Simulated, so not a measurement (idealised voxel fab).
Process module under the name voxel transistor to metal
155 nm wide, 5 nm square cells: that's cross-section cut.
For the purposes of this document, a cross-section shall be understood as a grid of square cells, specified as bands listed in top-to-bottom order, each band consisting of one or more rows of cells. Per band: top height and bottom height in nm, followed by the left-to-right materials and their widths in nm; "throughout" marks a single material spanning edge to edge, "blank" marks empty space. Height 0 is the level under which the wafer as received is all one material. The lowest band goes on downwards, as in "0 down". Quick explanation for "30..40": the width changes in equal steps down the rows of cells, from the first number in the band's top row to the second number in its bottom row. Step marked "no alteration"? Then no cell in the cross-section changed in it. Entry "Closed voids list" = empty spaces >= 8 cells with no open way to the top; each as width x height at distance, distance from left edge, all nm. after a step's settings: what the simulator itself notes on the step. overlay nm: right-of-plan distance of the mask on a masked step; negative values mean left-of-plan.

-- The following list gives the planned process steps
step 1: RECEIVE (material Si)
step 2: OXIDIZE (depth nm 5)
step 3: CONFORMAL_DEP (material SiN; thk nm 15)
step 4: MASKED_ETCH (tone cover; mask id ACTIVE; width nm 115; etch materials SiN; depth nm 15; overlay nm 0)
step 5: MASKED_ETCH (tone cover; mask id ACTIVE; width nm 115; etch materials SiO2; depth nm 5; overlay nm 0)
step 6: MASKED_ETCH (tone cover; mask id ACTIVE; width nm 115; etch materials Si; depth nm 25; overlay nm 0)
step 7: FILL_DEP (material SiO2; thk nm 15)
step 8: CMP (height nm 15)
step 9: SELECTIVE_ETCH (etch materials SiO2; depth nm 10)
step 10: STRIP (etch materials SiN)
step 11: SELECTIVE_ETCH (etch materials SiO2; depth nm 5)
step 12: OXIDIZE (depth nm 5)
step 13: DIRECTIONAL_DEP (material polySi; thk nm 30)
step 14: DIRECTIONAL_DEP (material SiCN; thk nm 10)
step 15: MASKED_ETCH (tone cover; mask id GATE; width nm 25; etch materials SiCN; depth nm 20; overlay nm 0)
step 16: MASKED_ETCH (tone cover; mask id GATE; width nm 25; etch materials polySi; depth nm 40; overlay nm 0)
step 17: CONFORMAL_DEP (material SiN; thk nm 5)
step 18: DIRECTIONAL_ETCH (etch materials SiN; depth nm 5)
step 19: DIRECTIONAL_ETCH (etch materials SiO2; depth nm 5)
step 20: DIRECTIONAL_ETCH (etch materials Si; depth nm 5)
step 21: EPI (material pSi; thk nm 5)
step 22: FILL_DEP (material SiO2; thk nm 5)
step 23: CMP (height nm 35)
step 24: DIRECTIONAL_DEP (material SiO2; thk nm 10)
step 25: DIRECTIONAL_DEP (material aC; thk nm 10)
step 26: PATTERN (tone open; mask id CONTACT; material resist; width nm 20; pitch nm 85; thk nm 25; overlay nm 0)
step 27: DIRECTIONAL_ETCH (etch materials aC; depth nm 10)
step 28: STRIP (etch materials resist)
step 29: DIRECTIONAL_ETCH (etch materials SiO2; depth nm 55)
step 30: STRIP (etch materials aC)
step 31: CONFORMAL_DEP (material TiN; thk nm 5)
step 32: FILL_DEP (material W; thk nm 5)
step 33: CMP (height nm 45)
step 34: DIRECTIONAL_DEP (material TiN; thk nm 5)
step 35: DIRECTIONAL_DEP (material Ru; thk nm 25)
step 36: PATTERN (tone cover; mask id METAL_1; material resist; width nm 20; pitch nm 85; thk nm 15; overlay nm 0)
step 37: DIRECTIONAL_ETCH (etch materials Ru; depth nm 25)
step 38: DIRECTIONAL_ETCH (etch materials TiN; depth nm 5)
step 39: STRIP (etch materials resist)
step 40: FILL_DEP (material lowk; thk nm 10)
step 41: CMP (height nm 75)
step 42: CONFORMAL_DEP (material SiCN; thk nm 5)
step 43: DIRECTIONAL_DEP (material SiO2; thk nm 25)
step 44: MASKED_ETCH (tone open; mask id METAL_2; width nm 20; pitch nm 85; etch materials SiO2; depth nm 15; overlay nm 0)
step 45: PATTERN (tone open; mask id METAL_2_HOLES; material resist; width nm 15; pitch nm 85; thk nm 15; overlay nm 0)
step 46: DIRECTIONAL_ETCH (etch materials SiO2; depth nm 10)
step 47: DIRECTIONAL_ETCH (etch materials SiCN; depth nm 5)
step 48: STRIP (etch materials resist)
step 49: CONFORMAL_DEP (material TiN; thk nm 5)
step 50: FILL_DEP (material Cu; thk nm 5)
step 51: CMP (height nm 105)
step 52: CONFORMAL_DEP (material SiCN; thk nm 5)

-- First wafer, two in total, run as planned

-- as received, after step 1
	0 down = Si throughout
	Closed voids list: none

-- Cross-sectional representation of the wafer at the conclusion of step 2
	0 to -5 = SiO2 throughout
	No changes below -5.

-- Cross-sectional representation of the wafer at the conclusion of step 3
	15 to 0 = SiN throughout
	No changes below 0.

-- Cross-sectional representation of the wafer at the conclusion of step 4
	15 to 0 = blank 20; SiN 115; blank 20
	No changes below 0.

-- Cross-sectional representation of the wafer at the conclusion of step 5
	15 to 0 = blank 20; SiN 115; blank 20
	0 to -5 = blank 20; SiO2 115; blank 20
	No changes below -5.

-- Cross-sectional representation of the wafer at the conclusion of step 6
	15 to 0 = blank 20; SiN 115; blank 20
	0 to -5 = blank 20; SiO2 115; blank 20
	-5 to -30 = blank 20; Si 115; blank 20
	No changes below -30.

-- Cross-sectional representation of the wafer at the conclusion of step 7
	30 to 15 = SiO2 throughout
	15 to 0 = SiO2 20; SiN 115; SiO2 20
	0 to -5 = SiO2 throughout
	-5 to -30 = SiO2 20; Si 115; SiO2 20
	No changes below -30.

-- Cross-sectional representation of the wafer at the conclusion of step 8
	15 to 0 = SiO2 20; SiN 115; SiO2 20
	No changes below 0.

-- Cross-sectional representation of the wafer at the conclusion of step 9
	15 to 5 = blank 20; SiN 115; blank 20
	No changes below 5.

-- Cross-sectional representation of the wafer at the conclusion of step 10
	5 to 0 = SiO2 20; blank 115; SiO2 20
	No changes below 0.

-- Cross-sectional representation of the wafer at the conclusion of step 11
	0 to -5 = SiO2 15; blank 125; SiO2 15
	No changes below -5.

-- Cross-sectional representation of the wafer at the conclusion of step 12
	0 to -5 = SiO2 15; blank 125; SiO2 15
	-5 to -10 = SiO2 throughout
	No changes below -10.

-- Cross-sectional representation of the wafer at the conclusion of step 13
	30 to 25 = polySi 15; blank 125; polySi 15
	25 to 0 = polySi throughout
	0 to -5 = SiO2 15; polySi 125; SiO2 15
	No changes below -5.

-- Cross-sectional representation of the wafer at the conclusion of step 14
	40 to 35 = SiCN 15; blank 125; SiCN 15
	35 to 30 = SiCN throughout
	30 to 25 = polySi 15; SiCN 125; polySi 15
	No changes below 25.

-- Cross-sectional representation of the wafer at the conclusion of step 15
	35 to 30 = blank 65; SiCN 25; blank 65
	30 to 25 = polySi 15; blank 50; SiCN 25; blank 50; polySi 15
	No changes below 25.

-- Cross-sectional representation of the wafer at the conclusion of step 16
	35 to 25 = blank 65; SiCN 25; blank 65
	25 to 0 = blank 65; polySi 25; blank 65
	0 to -5 = SiO2 15; blank 50; polySi 25; blank 50; SiO2 15
	No changes below -5.

-- Cross-sectional representation of the wafer at the conclusion of step 17
	40 to 35 = blank 60; SiN 35; blank 60
	35 to 25 = blank 60; SiN 5; SiCN 25; SiN 5; blank 60
	25 to 5 = blank 60; SiN 5; polySi 25; SiN 5; blank 60
	5 to 0 = SiN 20; blank 40; SiN 5; polySi 25; SiN 5; blank 40; SiN 20
	0 to -5 = SiO2 15; SiN 50; polySi 25; SiN 50; SiO2 15
	No changes below -5.

-- Cross-sectional representation of the wafer at the conclusion of step 18
	35 to 25 = blank 60; SiN 5; SiCN 25; SiN 5; blank 60
	25 to 0 = blank 60; SiN 5; polySi 25; SiN 5; blank 60
	0 to -5 = SiO2 15; SiN 5; blank 40; SiN 5; polySi 25; SiN 5; blank 40; SiN 5; SiO2 15
	No changes below -5.

-- Cross-sectional representation of the wafer at the conclusion of step 19
	35 to 25 = blank 60; SiN 5; SiCN 25; SiN 5; blank 60
	25 to 0 = blank 60; SiN 5; polySi 25; SiN 5; blank 60
	0 to -5 = blank 15; SiN 5; blank 40; SiN 5; polySi 25; SiN 5; blank 40; SiN 5; blank 15
	-5 to -10 = SiO2 20; blank 40; SiO2 35; blank 40; SiO2 20
	No changes below -10.

-- Cross-sectional representation of the wafer at the conclusion of step 20
	35 to 25 = blank 60; SiN 5; SiCN 25; SiN 5; blank 60
	25 to 0 = blank 60; SiN 5; polySi 25; SiN 5; blank 60
	0 to -5 = blank 15; SiN 5; blank 40; SiN 5; polySi 25; SiN 5; blank 40; SiN 5; blank 15
	-5 to -10 = SiO2 20; blank 40; SiO2 35; blank 40; SiO2 20
	-10 to -15 = SiO2 20; blank 40; Si 35; blank 40; SiO2 20
	No changes below -15.

-- Cross-sectional representation of the wafer at the conclusion of step 21
	35 to 25 = blank 60; SiN 5; SiCN 25; SiN 5; blank 60
	25 to 0 = blank 60; SiN 5; polySi 25; SiN 5; blank 60
	0 to -5 = blank 15; SiN 5; blank 40; SiN 5; polySi 25; SiN 5; blank 40; SiN 5; blank 15
	-5 to -10 = SiO2 20; blank 35; pSi 5; SiO2 35; pSi 5; blank 35; SiO2 20
	-10 to -15 = SiO2 20; pSi 40; Si 35; pSi 40; SiO2 20
	No changes below -15.

-- Cross-sectional representation of the wafer at the conclusion of step 22
	40 to 35 = SiO2 throughout
	35 to 25 = SiO2 60; SiN 5; SiCN 25; SiN 5; SiO2 60
	25 to 0 = SiO2 60; SiN 5; polySi 25; SiN 5; SiO2 60
	0 to -5 = SiO2 15; SiN 5; SiO2 40; SiN 5; polySi 25; SiN 5; SiO2 40; SiN 5; SiO2 15
	-5 to -10 = SiO2 55; pSi 5; SiO2 35; pSi 5; SiO2 55
	No changes below -10.

-- Cross-sectional representation of the wafer at the conclusion of step 23
	35 to 25 = SiO2 60; SiN 5; SiCN 25; SiN 5; SiO2 60
	No changes below 25.

-- Cross-sectional representation of the wafer at the conclusion of step 24
	45 to 35 = SiO2 throughout
	No changes below 35.

-- Cross-sectional representation of the wafer at the conclusion of step 25
	55 to 45 = aC throughout
	No changes below 45.

-- Cross-sectional representation of the wafer at the conclusion of step 26
	80 to 55 = resist 25; blank 20; resist 65; blank 20; resist 25
	No changes below 55.

-- Cross-sectional representation of the wafer at the conclusion of step 27
	70 to 55 = resist 25; blank 20; resist 65; blank 20; resist 25
	55 to 45 = aC 25; blank 20; aC 65; blank 20; aC 25
	No changes below 45.

-- Cross-sectional representation of the wafer at the conclusion of step 28
	55 to 45 = aC 25; blank 20; aC 65; blank 20; aC 25
	No changes below 45.

-- Cross-sectional representation of the wafer at the conclusion of step 29
	55 to 45 = aC 25; blank 20; aC 65; blank 20; aC 25
	45 to 35 = SiO2 25; blank 20; SiO2 65; blank 20; SiO2 25
	35 to 25 = SiO2 25; blank 20; SiO2 15; SiN 5; SiCN 25; SiN 5; SiO2 15; blank 20; SiO2 25
	25 to 0 = SiO2 25; blank 20; SiO2 15; SiN 5; polySi 25; SiN 5; SiO2 15; blank 20; SiO2 25
	0 to -5 = SiO2 15; SiN 5; SiO2 5; blank 20; SiO2 15; SiN 5; polySi 25; SiN 5; SiO2 15; blank 20; SiO2 5; SiN 5; SiO2 15
	-5 to -10 = SiO2 25; blank 20; SiO2 10; pSi 5; SiO2 35; pSi 5; SiO2 10; blank 20; SiO2 25
	No changes below -10.

-- Cross-sectional representation of the wafer at the conclusion of step 30
	45 to 35 = SiO2 25; blank 20; SiO2 65; blank 20; SiO2 25
	No changes below 35.

-- Cross-sectional representation of the wafer at the conclusion of step 31
	50 to 45 = TiN 30; blank 10; TiN 75; blank 10; TiN 30
	45 to 35 = SiO2 25; TiN 5; blank 10; TiN 5; SiO2 65; TiN 5; blank 10; TiN 5; SiO2 25
	35 to 25 = SiO2 25; TiN 5; blank 10; TiN 5; SiO2 15; SiN 5; SiCN 25; SiN 5; SiO2 15; TiN 5; blank 10; TiN 5; SiO2 25
	25 to 0 = SiO2 25; TiN 5; blank 10; TiN 5; SiO2 15; SiN 5; polySi 25; SiN 5; SiO2 15; TiN 5; blank 10; TiN 5; SiO2 25
	0 to -5 = SiO2 15; SiN 5; SiO2 5; TiN 5; blank 10; TiN 5; SiO2 15; SiN 5; polySi 25; SiN 5; SiO2 15; TiN 5; blank 10; TiN 5; SiO2 5; SiN 5; SiO2 15
	-5 to -10 = SiO2 25; TiN 20; SiO2 10; pSi 5; SiO2 35; pSi 5; SiO2 10; TiN 20; SiO2 25
	No changes below -10.

-- Cross-sectional representation of the wafer at the conclusion of step 32
	55 to 50 = W throughout
	50 to 45 = TiN 30; W 10; TiN 75; W 10; TiN 30
	45 to 35 = SiO2 25; TiN 5; W 10; TiN 5; SiO2 65; TiN 5; W 10; TiN 5; SiO2 25
	35 to 25 = SiO2 25; TiN 5; W 10; TiN 5; SiO2 15; SiN 5; SiCN 25; SiN 5; SiO2 15; TiN 5; W 10; TiN 5; SiO2 25
	25 to 0 = SiO2 25; TiN 5; W 10; TiN 5; SiO2 15; SiN 5; polySi 25; SiN 5; SiO2 15; TiN 5; W 10; TiN 5; SiO2 25
	0 to -5 = SiO2 15; SiN 5; SiO2 5; TiN 5; W 10; TiN 5; SiO2 15; SiN 5; polySi 25; SiN 5; SiO2 15; TiN 5; W 10; TiN 5; SiO2 5; SiN 5; SiO2 15
	No changes below -5.

-- Cross-sectional representation of the wafer at the conclusion of step 33
	45 to 35 = SiO2 25; TiN 5; W 10; TiN 5; SiO2 65; TiN 5; W 10; TiN 5; SiO2 25
	No changes below 35.

-- Cross-sectional representation of the wafer at the conclusion of step 34
	50 to 45 = TiN throughout
	No changes below 45.

-- Cross-sectional representation of the wafer at the conclusion of step 35
	75 to 50 = Ru throughout
	No changes below 50.

-- Cross-sectional representation of the wafer at the conclusion of step 36
	90 to 75 = blank 25; resist 20; blank 65; resist 20; blank 25
	No changes below 75.

-- Cross-sectional representation of the wafer at the conclusion of step 37
	90 to 75 = blank 25; resist 20; blank 65; resist 20; blank 25
	75 to 50 = blank 25; Ru 20; blank 65; Ru 20; blank 25
	No changes below 50.

-- Cross-sectional representation of the wafer at the conclusion of step 38
	90 to 75 = blank 25; resist 20; blank 65; resist 20; blank 25
	75 to 50 = blank 25; Ru 20; blank 65; Ru 20; blank 25
	50 to 45 = blank 25; TiN 20; blank 65; TiN 20; blank 25
	No changes below 45.

-- Cross-sectional representation of the wafer at the conclusion of step 39
	75 to 50 = blank 25; Ru 20; blank 65; Ru 20; blank 25
	No changes below 50.

-- Cross-sectional representation of the wafer at the conclusion of step 40
	85 to 75 = lowk throughout
	75 to 50 = lowk 25; Ru 20; lowk 65; Ru 20; lowk 25
	50 to 45 = lowk 25; TiN 20; lowk 65; TiN 20; lowk 25
	No changes below 45.

-- Cross-sectional representation of the wafer at the conclusion of step 41
	75 to 50 = lowk 25; Ru 20; lowk 65; Ru 20; lowk 25
	No changes below 50.

-- Cross-sectional representation of the wafer at the conclusion of step 42
	80 to 75 = SiCN throughout
	No changes below 75.

-- Cross-sectional representation of the wafer at the conclusion of step 43
	105 to 80 = SiO2 throughout
	No changes below 80.

-- Cross-sectional representation of the wafer at the conclusion of step 44
	105 to 90 = SiO2 25; blank 20; SiO2 65; blank 20; SiO2 25
	No changes below 90.

-- Cross-sectional representation of the wafer at the conclusion of step 45
	120 to 105 = resist 25; blank 15; resist 70; blank 15; resist 30
	105 to 90 = SiO2 25; blank 15; resist 5; SiO2 65; blank 15; resist 5; SiO2 25
	No changes below 90.

-- Cross-sectional representation of the wafer at the conclusion of step 46
	120 to 105 = resist 25; blank 15; resist 70; blank 15; resist 30
	105 to 90 = SiO2 25; blank 15; resist 5; SiO2 65; blank 15; resist 5; SiO2 25
	90 to 80 = SiO2 25; blank 15; SiO2 70; blank 15; SiO2 30
	No changes below 80.

-- Cross-sectional representation of the wafer at the conclusion of step 47
	120 to 105 = resist 25; blank 15; resist 70; blank 15; resist 30
	105 to 90 = SiO2 25; blank 15; resist 5; SiO2 65; blank 15; resist 5; SiO2 25
	90 to 80 = SiO2 25; blank 15; SiO2 70; blank 15; SiO2 30
	80 to 75 = SiCN 25; blank 15; SiCN 70; blank 15; SiCN 30
	No changes below 75.

-- Cross-sectional representation of the wafer at the conclusion of step 48
	105 to 90 = SiO2 25; blank 20; SiO2 65; blank 20; SiO2 25
	No changes below 90.

-- Cross-sectional representation of the wafer at the conclusion of step 49
	110 to 105 = TiN 30; blank 10; TiN 75; blank 10; TiN 30
	105 to 95 = SiO2 25; TiN 5; blank 10; TiN 5; SiO2 65; TiN 5; blank 10; TiN 5; SiO2 25
	95 to 90 = SiO2 25; TiN 5; blank 5; TiN 10; SiO2 65; TiN 5; blank 5; TiN 10; SiO2 25
	90 to 80 = SiO2 25; TiN 5; blank 5; TiN 5; SiO2 70; TiN 5; blank 5; TiN 5; SiO2 30
	80 to 75 = SiCN 25; TiN 15; SiCN 70; TiN 15; SiCN 30
	No changes below 75.

-- Cross-sectional representation of the wafer at the conclusion of step 50
	115 to 110 = Cu throughout
	110 to 105 = TiN 30; Cu 10; TiN 75; Cu 10; TiN 30
	105 to 95 = SiO2 25; TiN 5; Cu 10; TiN 5; SiO2 65; TiN 5; Cu 10; TiN 5; SiO2 25
	95 to 90 = SiO2 25; TiN 5; Cu 5; TiN 10; SiO2 65; TiN 5; Cu 5; TiN 10; SiO2 25
	90 to 80 = SiO2 25; TiN 5; Cu 5; TiN 5; SiO2 70; TiN 5; Cu 5; TiN 5; SiO2 30
	No changes below 80.

-- Cross-sectional representation of the wafer at the conclusion of step 51
	105 to 95 = SiO2 25; TiN 5; Cu 10; TiN 5; SiO2 65; TiN 5; Cu 10; TiN 5; SiO2 25
	No changes below 95.

-- Cross-sectional representation of the wafer at the conclusion of step 52
	110 to 105 = SiCN throughout
	No changes below 105.

-- Second wafer, same starting state and plan as the first, one mistake in the run, identical through step 23

-- Cross-section of the second wafer at the time step 24 of the plan should have ended
	40 to 35 = SiO2 throughout
	No changes below 35.

-- Cross-section of the second wafer at the time step 25 of the plan should have ended
	50 to 40 = aC throughout
	No changes below 40.

-- Cross-section of the second wafer at the time step 26 of the plan should have ended
	75 to 50 = resist 25; blank 20; resist 65; blank 20; resist 25
	No changes below 50.

-- Cross-section of the second wafer at the time step 27 of the plan should have ended
	65 to 50 = resist 25; blank 20; resist 65; blank 20; resist 25
	50 to 40 = aC 25; blank 20; aC 65; blank 20; aC 25
	No changes below 40.

-- Cross-section of the second wafer at the time step 28 of the plan should have ended
	50 to 40 = aC 25; blank 20; aC 65; blank 20; aC 25
	No changes below 40.

-- Cross-section of the second wafer at the time step 29 of the plan should have ended
	50 to 40 = aC 25; blank 20; aC 65; blank 20; aC 25
	40 to 35 = SiO2 25; blank 20; SiO2 65; blank 20; SiO2 25
	35 to 25 = SiO2 25; blank 20; SiO2 15; SiN 5; SiCN 25; SiN 5; SiO2 15; blank 20; SiO2 25
	25 to 0 = SiO2 25; blank 20; SiO2 15; SiN 5; polySi 25; SiN 5; SiO2 15; blank 20; SiO2 25
	0 to -5 = SiO2 15; SiN 5; SiO2 5; blank 20; SiO2 15; SiN 5; polySi 25; SiN 5; SiO2 15; blank 20; SiO2 5; SiN 5; SiO2 15
	-5 to -10 = SiO2 25; blank 20; SiO2 10; pSi 5; SiO2 35; pSi 5; SiO2 10; blank 20; SiO2 25
	No changes below -10.

-- Cross-section of the second wafer at the time step 30 of the plan should have ended
	40 to 35 = SiO2 25; blank 20; SiO2 65; blank 20; SiO2 25
	No changes below 35.

-- Cross-section of the second wafer at the time step 31 of the plan should have ended
	45 to 40 = TiN 30; blank 10; TiN 75; blank 10; TiN 30
	40 to 35 = SiO2 25; TiN 5; blank 10; TiN 5; SiO2 65; TiN 5; blank 10; TiN 5; SiO2 25
	35 to 25 = SiO2 25; TiN 5; blank 10; TiN 5; SiO2 15; SiN 5; SiCN 25; SiN 5; SiO2 15; TiN 5; blank 10; TiN 5; SiO2 25
	25 to 0 = SiO2 25; TiN 5; blank 10; TiN 5; SiO2 15; SiN 5; polySi 25; SiN 5; SiO2 15; TiN 5; blank 10; TiN 5; SiO2 25
	0 to -5 = SiO2 15; SiN 5; SiO2 5; TiN 5; blank 10; TiN 5; SiO2 15; SiN 5; polySi 25; SiN 5; SiO2 15; TiN 5; blank 10; TiN 5; SiO2 5; SiN 5; SiO2 15
	-5 to -10 = SiO2 25; TiN 20; SiO2 10; pSi 5; SiO2 35; pSi 5; SiO2 10; TiN 20; SiO2 25
	No changes below -10.

-- Cross-section of the second wafer at the time step 32 of the plan should have ended
	50 to 45 = W throughout
	45 to 40 = TiN 30; W 10; TiN 75; W 10; TiN 30
	40 to 35 = SiO2 25; TiN 5; W 10; TiN 5; SiO2 65; TiN 5; W 10; TiN 5; SiO2 25
	35 to 25 = SiO2 25; TiN 5; W 10; TiN 5; SiO2 15; SiN 5; SiCN 25; SiN 5; SiO2 15; TiN 5; W 10; TiN 5; SiO2 25
	25 to 0 = SiO2 25; TiN 5; W 10; TiN 5; SiO2 15; SiN 5; polySi 25; SiN 5; SiO2 15; TiN 5; W 10; TiN 5; SiO2 25
	0 to -5 = SiO2 15; SiN 5; SiO2 5; TiN 5; W 10; TiN 5; SiO2 15; SiN 5; polySi 25; SiN 5; SiO2 15; TiN 5; W 10; TiN 5; SiO2 5; SiN 5; SiO2 15
	No changes below -5.

-- Cross-section of the second wafer at the time step 33 of the plan should have ended
	45 to 40 = TiN 30; W 10; TiN 75; W 10; TiN 30
	No changes below 40.

-- Cross-section of the second wafer at the time step 34 of the plan should have ended
	50 to 45 = TiN throughout
	No changes below 45.

-- Cross-section of the second wafer at the time step 35 of the plan should have ended
	75 to 50 = Ru throughout
	No changes below 50.

-- Cross-section of the second wafer at the time step 36 of the plan should have ended
	90 to 75 = blank 25; resist 20; blank 65; resist 20; blank 25
	No changes below 75.

-- Cross-section of the second wafer at the time step 37 of the plan should have ended
	90 to 75 = blank 25; resist 20; blank 65; resist 20; blank 25
	75 to 50 = blank 25; Ru 20; blank 65; Ru 20; blank 25
	No changes below 50.

-- Cross-section of the second wafer at the time step 38 of the plan should have ended
	90 to 75 = blank 25; resist 20; blank 65; resist 20; blank 25
	75 to 50 = blank 25; Ru 20; blank 65; Ru 20; blank 25
	50 to 45 = blank 25; TiN 20; blank 65; TiN 20; blank 25
	No changes below 45.

-- Cross-section of the second wafer at the time step 39 of the plan should have ended
	75 to 50 = blank 25; Ru 20; blank 65; Ru 20; blank 25
	No changes below 50.

-- Cross-section of the second wafer at the time step 40 of the plan should have ended
	85 to 75 = lowk throughout
	75 to 50 = lowk 25; Ru 20; lowk 65; Ru 20; lowk 25
	50 to 45 = lowk 25; TiN 20; lowk 65; TiN 20; lowk 25
	No changes below 45.

-- Cross-section of the second wafer at the time step 41 of the plan should have ended
	75 to 50 = lowk 25; Ru 20; lowk 65; Ru 20; lowk 25
	No changes below 50.

-- Cross-section of the second wafer at the time step 42 of the plan should have ended
	80 to 75 = SiCN throughout
	No changes below 75.

-- Cross-section of the second wafer at the time step 43 of the plan should have ended
	105 to 80 = SiO2 throughout
	No changes below 80.

-- Cross-section of the second wafer at the time step 44 of the plan should have ended
	105 to 90 = SiO2 25; blank 20; SiO2 65; blank 20; SiO2 25
	No changes below 90.

-- Cross-section of the second wafer at the time step 45 of the plan should have ended
	120 to 105 = resist 25; blank 15; resist 70; blank 15; resist 30
	105 to 90 = SiO2 25; blank 15; resist 5; SiO2 65; blank 15; resist 5; SiO2 25
	No changes below 90.

-- Cross-section of the second wafer at the time step 46 of the plan should have ended
	120 to 105 = resist 25; blank 15; resist 70; blank 15; resist 30
	105 to 90 = SiO2 25; blank 15; resist 5; SiO2 65; blank 15; resist 5; SiO2 25
	90 to 80 = SiO2 25; blank 15; SiO2 70; blank 15; SiO2 30
	No changes below 80.

-- Cross-section of the second wafer at the time step 47 of the plan should have ended
	120 to 105 = resist 25; blank 15; resist 70; blank 15; resist 30
	105 to 90 = SiO2 25; blank 15; resist 5; SiO2 65; blank 15; resist 5; SiO2 25
	90 to 80 = SiO2 25; blank 15; SiO2 70; blank 15; SiO2 30
	80 to 75 = SiCN 25; blank 15; SiCN 70; blank 15; SiCN 30
	No changes below 75.

-- Cross-section of the second wafer at the time step 48 of the plan should have ended
	105 to 90 = SiO2 25; blank 20; SiO2 65; blank 20; SiO2 25
	No changes below 90.

-- Cross-section of the second wafer at the time step 49 of the plan should have ended
	110 to 105 = TiN 30; blank 10; TiN 75; blank 10; TiN 30
	105 to 95 = SiO2 25; TiN 5; blank 10; TiN 5; SiO2 65; TiN 5; blank 10; TiN 5; SiO2 25
	95 to 90 = SiO2 25; TiN 5; blank 5; TiN 10; SiO2 65; TiN 5; blank 5; TiN 10; SiO2 25
	90 to 80 = SiO2 25; TiN 5; blank 5; TiN 5; SiO2 70; TiN 5; blank 5; TiN 5; SiO2 30
	80 to 75 = SiCN 25; TiN 15; SiCN 70; TiN 15; SiCN 30
	No changes below 75.

-- Cross-section of the second wafer at the time step 50 of the plan should have ended
	115 to 110 = Cu throughout
	110 to 105 = TiN 30; Cu 10; TiN 75; Cu 10; TiN 30
	105 to 95 = SiO2 25; TiN 5; Cu 10; TiN 5; SiO2 65; TiN 5; Cu 10; TiN 5; SiO2 25
	95 to 90 = SiO2 25; TiN 5; Cu 5; TiN 10; SiO2 65; TiN 5; Cu 5; TiN 10; SiO2 25
	90 to 80 = SiO2 25; TiN 5; Cu 5; TiN 5; SiO2 70; TiN 5; Cu 5; TiN 5; SiO2 30
	No changes below 80.

-- Cross-section of the second wafer at the time step 51 of the plan should have ended
	105 to 95 = SiO2 25; TiN 5; Cu 10; TiN 5; SiO2 65; TiN 5; Cu 10; TiN 5; SiO2 25
	No changes below 95.

-- Cross-section of the second wafer at the time step 52 of the plan should have ended
	110 to 105 = SiCN throughout
	No changes below 105.
Here's what went sideways: the process deviated at step 24: the operation and settings actually run there were DIRECTIONAL_DEP (material SiO2; thk nm 5)
Materials where the second wafer ends with more or fewer cells than the first: 23 fewer of SiO2, 23 more of TiN
